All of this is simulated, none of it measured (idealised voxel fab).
process module | voxel transistor to metal
cross-section cut | 180 nm wide | cells 5 nm
A cross-section is a grid of square cells, given in bands from the top down. A band is one or more rows of cells.
Each band's line starts with the height of the band's top and of its bottom, in nm. Then come its materials from left to right, each with its width in nm. One material with "throughout" fills the band from edge to edge. "air" is empty space.
Height 0 is the level under which the wafer as received is all one material. The lowest band goes on downwards, as in "0 down".
A width such as "30 to 40" changes by the same amount from each row of cells to the next, from the band's top row to its bottom row.
"no change" after a step means that no cell of the cross-section changed.
closed voids: empty space of 8 cells or more with no open way to the top, each as width x height at its distance from the left edge, in nm
after a step's settings: what the simulator itself notes on the step
overlay nm, on a step with a mask: how far to the right of its planned place the mask lay; to the left if negative
plan
1 op RECEIVE | material Si
2 op OXIDIZE | depth nm 5
3 op CONFORMAL_DEP | material SiN | thk nm 15
4 op DIRECTIONAL_DEP | material aC | thk nm 10
5 op PATTERN | tone cover | mask id ACTIVE | material resist | width nm 100 | thk nm 25 | overlay nm 0
6 op DIRECTIONAL_ETCH | etch materials aC | depth nm 10
7 op STRIP | etch materials resist
8 op DIRECTIONAL_ETCH | etch materials SiN | depth nm 15
9 op DIRECTIONAL_ETCH | etch materials SiO2 | depth nm 5
10 op DIRECTIONAL_ETCH | etch materials Si | depth nm 30
11 op STRIP | etch materials aC
12 op FILL_DEP | material SiO2 | thk nm 5
13 op CMP | height nm 15
14 op SELECTIVE_ETCH | etch materials SiO2 | depth nm 15
15 op STRIP | etch materials SiN
16 op SELECTIVE_ETCH | etch materials SiO2 | depth nm 5
17 op OXIDIZE | depth nm 5
18 op DIRECTIONAL_DEP | material polySi | thk nm 30
19 op DIRECTIONAL_DEP | material SiCN | thk nm 15
20 op PATTERN | tone cover | mask id GATE | material resist | width nm 20 | thk nm 20 | overlay nm 0
21 op DIRECTIONAL_ETCH | etch materials SiCN | depth nm 25
22 op DIRECTIONAL_ETCH | etch materials polySi | depth nm 40
23 op STRIP | etch materials resist
24 op CONFORMAL_DEP | material SiO2 | thk nm 5
25 op DIRECTIONAL_ETCH | etch materials SiO2 | depth nm 5
26 op CONFORMAL_DEP | material SiN | thk nm 10
27 op DIRECTIONAL_ETCH | etch materials SiN | depth nm 10
28 op DIRECTIONAL_ETCH | etch materials SiO2 | depth nm 5
29 op EPI | material SiGe | thk nm 5
30 op FILL_DEP | material SiO2 | thk nm 10
31 op CMP | height nm 40
32 op DIRECTIONAL_DEP | material SiO2 | thk nm 15
33 op MASKED_ETCH | tone open | mask id CONTACT | width nm 30 | pitch nm 60 | etch materials SiO2 | depth nm 60 | overlay nm 0
34 op CONFORMAL_DEP | material TiN | thk nm 5
35 op FILL_DEP | material W | thk nm 10
36 op CMP | height nm 55
37 op CONFORMAL_DEP | material SiCN | thk nm 5
38 op DIRECTIONAL_DEP | material lowk | thk nm 20
39 op MASKED_ETCH | tone open | mask id METAL_1 | width nm 15 | pitch nm 75 | etch materials lowk | depth nm 20 | overlay nm 0
40 op MASKED_ETCH | tone open | mask id METAL_1 | width nm 15 | pitch nm 75 | etch materials SiCN | depth nm 5 | overlay nm 0
41 op CONFORMAL_DEP | material TiN | thk nm 5
42 op FILL_DEP | material Cu | thk nm 5
43 op CMP | height nm 80
44 op EPI | material Ru | thk nm 5
45 op FILL_DEP | material SiCN | thk nm 5
46 op DIRECTIONAL_DEP | material lowk | thk nm 30
47 op MASKED_ETCH | tone open | mask id METAL_2 | width nm 15 | pitch nm 75 | etch materials lowk | depth nm 15 | overlay nm 0
48 op PATTERN | tone open | mask id METAL_2_HOLES | material resist | width nm 15 | pitch nm 75 | thk nm 20 | overlay nm 0
49 op DIRECTIONAL_ETCH | etch materials lowk | depth nm 15
50 op DIRECTIONAL_ETCH | etch materials SiCN | depth nm 5
51 op STRIP | etch materials resist
52 op CONFORMAL_DEP | material TiN | thk nm 5
53 op FILL_DEP | material Cu | thk nm 10
54 op CMP | height nm 120
55 op CONFORMAL_DEP | material SiCN | thk nm 5
as received, after step 1
  0 down: Si throughout
  closed voids: none
a wafer at the end: this start, this plan, one mistake
  140 to 135: SiCN throughout
  135 to 125: Cu throughout
  125 to 120: TiN 50 | Cu 5 | TiN 70 | Cu 5 | TiN 50
  120 to 90: lowk 45 | TiN 5 | Cu 5 | TiN 5 | lowk 60 | TiN 5 | Cu 5 | TiN 5 | lowk 45
  90 to 85: SiCN 45 | TiN 15 | SiCN 60 | TiN 15 | SiCN 45
  85 to 80: SiCN 40 | Ru 25 | SiCN 50 | Ru 25 | SiCN 40
  80 to 60: lowk 45 | TiN 5 | Cu 5 | TiN 5 | lowk 60 | TiN 5 | Cu 5 | TiN 5 | lowk 45
  60 to 55: SiCN 45 | TiN 15 | SiCN 60 | TiN 15 | SiCN 45
  55 to 45: SiO2 45 | TiN 5 | W 20 | TiN 5 | SiO2 30 | TiN 5 | W 20 | TiN 5 | SiO2 45
  45 to 40: SiO2 45 | TiN 5 | W 10 | TiN 15 | SiO2 30 | TiN 15 | W 10 | TiN 5 | SiO2 45
  40 to 25: SiO2 45 | TiN 5 | W 10 | TiN 5 | SiN 10 | SiO2 5 | SiCN 20 | SiO2 5 | SiN 10 | TiN 5 | W 10 | TiN 5 | SiO2 45
  25 to 0: SiO2 45 | TiN 5 | W 10 | TiN 5 | SiN 10 | SiO2 5 | polySi 20 | SiO2 5 | SiN 10 | TiN 5 | W 10 | TiN 5 | SiO2 45
  0 to -5: SiO2 45 | TiN 20 | SiN 10 | SiO2 5 | polySi 20 | SiO2 5 | SiN 10 | TiN 20 | SiO2 45
  -5 to -10: SiO2 35 | SiGe 30 | SiO2 50 | SiGe 30 | SiO2 35
  -10 to -35: SiO2 40 | Si 100 | SiO2 40
  -35 down: Si throughout
  closed voids: none
what went wrong: step 54 was left out
